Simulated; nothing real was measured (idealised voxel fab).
process module | voxel air gaps
cross-section cut | 155 nm wide | cells 5 nm
A cross-section is a grid of square cells, given in bands from the top down. A band is one or more rows of cells.
Each band's line starts with the height of the band's top and of its bottom, in nm. Then come its materials from left to right, each with its width in nm. One material with "throughout" fills the band from edge to edge. "air" is empty space.
Height 0 is the level under which the wafer as received is all one material. The lowest band goes on downwards, as in "0 down".
A width such as "30 to 40" changes by the same amount from each row of cells to the next, from the band's top row to its bottom row.
"no change" after a step means that no cell of the cross-section changed.
closed voids: empty space of 8 cells or more with no open way to the top, each as width x height at its distance from the left edge, in nm
after a step's settings: what the simulator itself notes on the step
overlay nm, on a step with a mask: how far to the right of its planned place the mask lay; to the left if negative
plan
1 op RECEIVE | material Si
2 op CONFORMAL_DEP | material SiO2 | thk nm 15
3 op CONFORMAL_DEP | material SiCN | thk nm 5
4 op DIRECTIONAL_DEP | material lowk | thk nm 40
5 op PATTERN | tone open | mask id LINES | material resist | width nm 15 | pitch nm 40 | thk nm 20 | overlay nm 0
6 op DIRECTIONAL_ETCH | etch materials lowk | depth nm 40
7 op STRIP | etch materials resist
8 op CONFORMAL_DEP | material TiN | thk nm 5
9 op FILL_DEP | material W | thk nm 10
10 op CMP | height nm 60
11 op EPI | material Ru | thk nm 10
12 op SELECTIVE_ETCH | etch materials lowk | depth nm 50
13 op CONFORMAL_DEP | material SiCN | thk nm 5
first wafer, as planned
as received, after step 1
  0 down: Si throughout
  closed voids: none
after step 2
  15 to 0: SiO2 throughout
  below 0: unchanged
after step 3
  20 to 15: SiCN throughout
  below 15: unchanged
after step 4
  60 to 20: lowk throughout
  below 20: unchanged
after step 5
  80 to 60: resist 30 | air 15 | resist 25 | air 15 | resist 25 | air 15 | resist 30
  below 60: unchanged
after step 6
  80 to 60: resist 30 | air 15 | resist 25 | air 15 | resist 25 | air 15 | resist 30
  60 to 20: lowk 30 | air 15 | lowk 25 | air 15 | lowk 25 | air 15 | lowk 30
  below 20: unchanged
after step 7
  60 to 20: lowk 30 | air 15 | lowk 25 | air 15 | lowk 25 | air 15 | lowk 30
  below 20: unchanged
after step 8
  65 to 60: TiN 35 | air 5 | TiN 35 | air 5 | TiN 35 | air 5 | TiN 35
  60 to 25: lowk 30 | TiN 5 | air 5 | TiN 5 | lowk 25 | TiN 5 | air 5 | TiN 5 | lowk 25 | TiN 5 | air 5 | TiN 5 | lowk 30
  25 to 20: lowk 30 | TiN 15 | lowk 25 | TiN 15 | lowk 25 | TiN 15 | lowk 30
  below 20: unchanged
after step 9
  75 to 65: W throughout
  65 to 60: TiN 35 | W 5 | TiN 35 | W 5 | TiN 35 | W 5 | TiN 35
  60 to 25: lowk 30 | TiN 5 | W 5 | TiN 5 | lowk 25 | TiN 5 | W 5 | TiN 5 | lowk 25 | TiN 5 | W 5 | TiN 5 | lowk 30
  below 25: unchanged
after step 10
  60 to 25: lowk 30 | TiN 5 | W 5 | TiN 5 | lowk 25 | TiN 5 | W 5 | TiN 5 | lowk 25 | TiN 5 | W 5 | TiN 5 | lowk 30
  below 25: unchanged
after step 11
  70 to 60: air 20 | Ru 35 | air 5 | Ru 35 | air 5 | Ru 35 | air 20
  below 60: unchanged
after step 12
  70 to 60: air 20 | Ru 35 | air 5 | Ru 35 | air 5 | Ru 35 | air 20
  60 to 25: air 30 | TiN 5 | W 5 | TiN 5 | air 25 | TiN 5 | W 5 | TiN 5 | air 25 | TiN 5 | W 5 | TiN 5 | air 30
  25 to 20: air 30 | TiN 15 | air 25 | TiN 15 | air 25 | TiN 15 | air 30
  below 20: unchanged
after step 13
  75 to 70: air 15 | SiCN 125 | air 15
  70 to 60: air 15 | SiCN 5 | Ru 35 | SiCN 5 | Ru 35 | SiCN 5 | Ru 35 | SiCN 5 | air 15
  60 to 55: air 15 | SiCN 15 | TiN 5 | W 5 | TiN 5 | SiCN 25 | TiN 5 | W 5 | TiN 5 | SiCN 25 | TiN 5 | W 5 | TiN 5 | SiCN 15 | air 15
  55 to 25: air 25 | SiCN 5 | TiN 5 | W 5 | TiN 5 | SiCN 5 | air 15 | SiCN 5 | TiN 5 | W 5 | TiN 5 | SiCN 5 | air 15 | SiCN 5 | TiN 5 | W 5 | TiN 5 | SiCN 5 | air 25
  25 to 20: SiCN 30 | TiN 15 | SiCN 25 | TiN 15 | SiCN 25 | TiN 15 | SiCN 30
  below 20: unchanged
  closed voids: 15 x 30 at 50; 15 x 30 at 90
second wafer: like start, like plan, one mistake. Through step 2 it matches the first wafer
when step 3 should have ended
  55 to 15: lowk throughout
  below 15: unchanged
when step 4 should have ended
  60 to 55: SiCN throughout
  below 55: unchanged
when step 5 should have ended
  80 to 60: resist 30 | air 15 | resist 25 | air 15 | resist 25 | air 15 | resist 30
  below 60: unchanged
when step 6 should have ended: no change
when step 7 should have ended
  60 to 55: SiCN throughout
  below 55: unchanged
when step 8 should have ended
  65 to 60: TiN throughout
  below 60: unchanged
when step 9 should have ended
  75 to 65: W throughout
  below 65: unchanged
when step 10 should have ended
  60 to 55: SiCN throughout
  below 55: unchanged
when step 11 should have ended: no change
when step 12 should have ended: no change
when step 13 should have ended
  65 to 55: SiCN throughout
  below 55: unchanged
what went wrong: steps 3 and 4 were swapped
at the end the second wafer has, in cells: 42 fewer of Ru | 76 fewer of SiCN | 51 fewer of TiN | 21 fewer of W | 248 more of lowk
closed voids at the end (first wafer, second wafer): 2, 0
